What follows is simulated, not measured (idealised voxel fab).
Process module heading - voxel local oxidation
We display cut, a cross-section 170 nm in width whose square cells are each 5 nm.
A cross-section is written here as square cells arranged in a grid, and it is given in bands from the top down, each band taking up one or more rows of cells.
Band: top and bottom heights (nm) first, top before bottom; then materials from left to right, widths in nm. "full width" marks a sole material filling the band edge to edge. "blank" denotes empty space.
Heights are reckoned from 0. Under this level, the received wafer is all of one material. The bottommost band is open-ended downward, for example "0 -> down".
Read "30 to 40" as a graded width: first number on top, second number at the bottom, same change between each pair of neighbouring rows.
A step reported as "nothing was modified" is a step in which no cell of the cross-section changed.
Enclosed voids (no open way to top), threshold 8 cells or more, entry "Voids lacking openings", notation width x height at distance, distance from left edge, nm.
Anything after a step's settings on that line? It's the simulator's own note about the step.
The setting "overlay nm" may be written on the line of a step. When the step uses a mask, the value reports how far to the right of the planned place the mask lay, and a negative value reports that it lay to the left.
Steps in the process plan
1: RECEIVE | material Si
2: CONFORMAL_DEP | material SiO2 | thk nm 5
3: CONFORMAL_DEP | material SiN | thk nm 10
4: PATTERN | tone cover | mask id ACTIVE | material resist | width nm 95 | thk nm 15 | overlay nm 0
5: DIRECTIONAL_ETCH | etch materials SiN | depth nm 10
6: STRIP | etch materials resist
7: SELECTIVE_ETCH | etch materials SiO2 | depth nm 5
8: OXIDIZE | depth nm 15
9: STRIP | etch materials SiN
Wafer cross-section on receipt, i.e. after step 1
0 -> down  Si full width
Voids lacking openings: none
The first of two wafers, cross-sectioned at the end of the module, with the run proceeding as planned
5 -> 0  blank 40 nm; SiO2 85 nm; blank 45 nm
0 -> -15  SiO2 55 nm; Si 55 nm; SiO2 60 nm
-15 -> down  Si full width
Voids lacking openings: none
Here's the second of our two wafers sectioned at module end. Same start as the first, same plan, but one mistake got made running it
0 -> -15  SiO2 50 nm; Si 65 nm; SiO2 55 nm
-15 -> down  Si full width
Voids lacking openings: none
It is concluded that the wafer was processed incorrectly with respect to the plan, in that execution of step 2 of the plan did not take place, the step having been omitted
Final wafer comparison in cells, second versus first, more or fewer per material: Si: 6 more, SiO2: 23 fewer
